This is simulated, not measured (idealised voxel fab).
process module | voxel double patterning
cross-section cut | 210 nm wide | cells 5 nm
A cross-section is a grid of square cells, given in bands from the top down. A band is one or more rows of cells.
Each band's line starts with the height of the band's top and of its bottom, in nm. Then come its materials from left to right, each with its width in nm. One material with "throughout" fills the band from edge to edge. "air" is empty space.
Height 0 is the level under which the wafer as received is all one material. The lowest band goes on downwards, as in "0 down".
A width such as "30 to 40" changes by the same amount from each row of cells to the next, from the band's top row to its bottom row.
"no change" after a step means that no cell of the cross-section changed.
closed voids: empty space of 8 cells or more with no open way to the top, each as width x height at its distance from the left edge, in nm
after a step's settings: what the simulator itself notes on the step
overlay nm, on a step with a mask: how far to the right of its planned place the mask lay; to the left if negative
plan
1 op RECEIVE | material Si
2 op CONFORMAL_DEP | material SiO2 | thk nm 10
3 op DIRECTIONAL_DEP | material polySi | thk nm 10
4 op DIRECTIONAL_DEP | material SiN | thk nm 5
5 op PATTERN | tone open | mask id FIRST | material resist | width nm 15 | pitch nm 50 | thk nm 15 | overlay nm 0
6 op DIRECTIONAL_ETCH | etch materials SiN | depth nm 5
7 op STRIP | etch materials resist
8 op DIRECTIONAL_DEP | material aC | thk nm 10
9 op PATTERN | tone open | mask id SECOND | material resist | width nm 15 | pitch nm 50 | thk nm 25 | overlay nm 0
10 op DIRECTIONAL_ETCH | etch materials aC | depth nm 10
11 op STRIP | etch materials resist
12 op DIRECTIONAL_ETCH | etch materials SiN | depth nm 5
13 op STRIP | etch materials aC
14 op DIRECTIONAL_ETCH | etch materials polySi | depth nm 10
15 op STRIP | etch materials SiN
as received, after step 1
  0 down: Si throughout
  closed voids: none
first wafer at the end, as planned
  20 to 10: polySi 45 | air 15 | polySi 10 | air 15 | polySi 10 | air 15 | polySi 10 | air 15 | polySi 10 | air 15 | polySi 50
  10 to 0: SiO2 throughout
  0 down: Si throughout
  closed voids: none
second wafer at the end: like start, like plan, one mistake
  25 to 20: SiO2 throughout
  20 to 10: polySi throughout
  10 to 0: SiO2 throughout
  0 down: Si throughout
  closed voids: none
what went wrong: step 4 ran as: op DIRECTIONAL_DEP | material SiO2 | thk nm 5
at the end the second wafer has, in cells: 42 more of SiO2 | 30 more of polySi
